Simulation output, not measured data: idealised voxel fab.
The following is a process module called voxel self aligned contacts.
Square cell edge 5 nm, section width 245 nm, ID cut.
Square cells in a grid make up a cross-section in this document, and the grid is given as bands, listed from the top down, each one or more rows of cells. A band entry consists of two parts. The first gives the height of the band's top and the height of its bottom, in nm. The rest lists the band's materials from left to right, each with its width in nm. A single material labelled with the word "edge to edge" fills the band from edge to edge, and the word "air" marks empty space. Heights are expressed relative to 0, this being the level below which the as-received wafer comprises one material exclusively. The lowest band is unbounded in the downward direction and is denoted as in "from 0 down". The notation "30..40" denotes a width that varies across the rows of cells in the band, beginning at the first number in the top row, finishing at the second number in the bottom row, and changing by an identical amount from each row to the next. The designation "no change occurred", where it is given for a processing step, indicates that no cell of the cross-section was altered in the course of that step. "Sealed void inventory" means: voids of 8 cells or more that are shut off from the top with no open way through. Written width x height at distance, distance from the left edge, in nm. What comes after the settings on a step's line is commentary from the simulator itself on that step. "overlay nm", when on a step's line for a step with a mask, measures how far to the right of its planned place the mask lay; a negative measure means to the left.

# Steps planned for the process
| 1 | RECEIVE | material Si |
| 2 | OXIDIZE | depth nm 5 |
| 3 | DIRECTIONAL_DEP | material polySi | thk nm 25 |
| 4 | DIRECTIONAL_DEP | material SiN | thk nm 15 |
| 5 | DIRECTIONAL_DEP | material aC | thk nm 15 |
| 6 | PATTERN | tone cover | mask id GATE | material resist | width nm 35 | pitch nm 70 | thk nm 35 | overlay nm 0 |
| 7 | DIRECTIONAL_ETCH | etch materials aC | depth nm 15 |
| 8 | STRIP | etch materials resist |
| 9 | DIRECTIONAL_ETCH | etch materials SiN | depth nm 15 |
| 10 | DIRECTIONAL_ETCH | etch materials polySi | depth nm 25 |
| 11 | STRIP | etch materials aC |
| 12 | CONFORMAL_DEP | material SiN | thk nm 5 |
| 13 | DIRECTIONAL_ETCH | etch materials SiN | depth nm 5 |
| 14 | FILL_DEP | material SiO2 | thk nm 10 |
| 15 | CMP | height nm 45 |
| 16 | PATTERN | tone open | mask id CONTACT | material resist | width nm 55 | thk nm 15 | overlay nm 0 |
| 17 | DIRECTIONAL_ETCH | etch materials SiO2 | depth nm 50 |
| 18 | STRIP | etch materials resist |
| 19 | CONFORMAL_DEP | material TiN | thk nm 5 |
| 20 | FILL_DEP | material W | thk nm 10 |
| 21 | CMP | height nm 45 |
| 22 | CONFORMAL_DEP | material SiN | thk nm 5 |

# Here's what the wafer looked like in cross-section when it arrived - that's after step 1
* from 0 down: Si edge to edge
* Sealed void inventory: none

# Cross-sectional view of the first of the two wafers upon completion of the module, processed in accordance with the plan
* from 50 to 45: SiN edge to edge
* from 45 to 40: SiO2=95  TiN=20  W=15  TiN=20  SiO2=95
* from 40 to 25: SiO2=65  SiN=45  TiN=5  W=15  TiN=5  SiN=45  SiO2=65
* from 25 to 0: SiO2=65  SiN=5  polySi=35  SiN=5  TiN=5  W=15  TiN=5  SiN=5  polySi=35  SiN=5  SiO2=65
* from 0 to -5: SiO2=110  TiN=25  SiO2=110
* from -5 down: Si edge to edge
* Sealed void inventory: none

# So this is wafer number two of the two, cut at the end of the module - it started where the first did and had the same plan, we just got one thing wrong running it
* from 50 to 45: SiN edge to edge
* from 45 to 30: SiO2=65  SiN=5  polySi=35  SiN=5  TiN=5  W=15  TiN=5  SiN=5  polySi=35  SiN=5  SiO2=65
* from 30 to 25: SiO2=65  SiN=5  polySi=35  SiN=5  TiN=25  SiN=5  polySi=35  SiN=5  SiO2=65
* from 25 to 0: polySi edge to edge
* from 0 to -5: SiO2 edge to edge
* from -5 down: Si edge to edge
* Sealed void inventory: none
The plan and the run diverged here: step 3 of the plan was twice carried out
Final comparison by cell count, materials where the second wafer has more or fewer than the first: 58 fewer of SiN | 137 fewer of SiO2 | 18 fewer of TiN | 18 fewer of W | 231 more of polySi
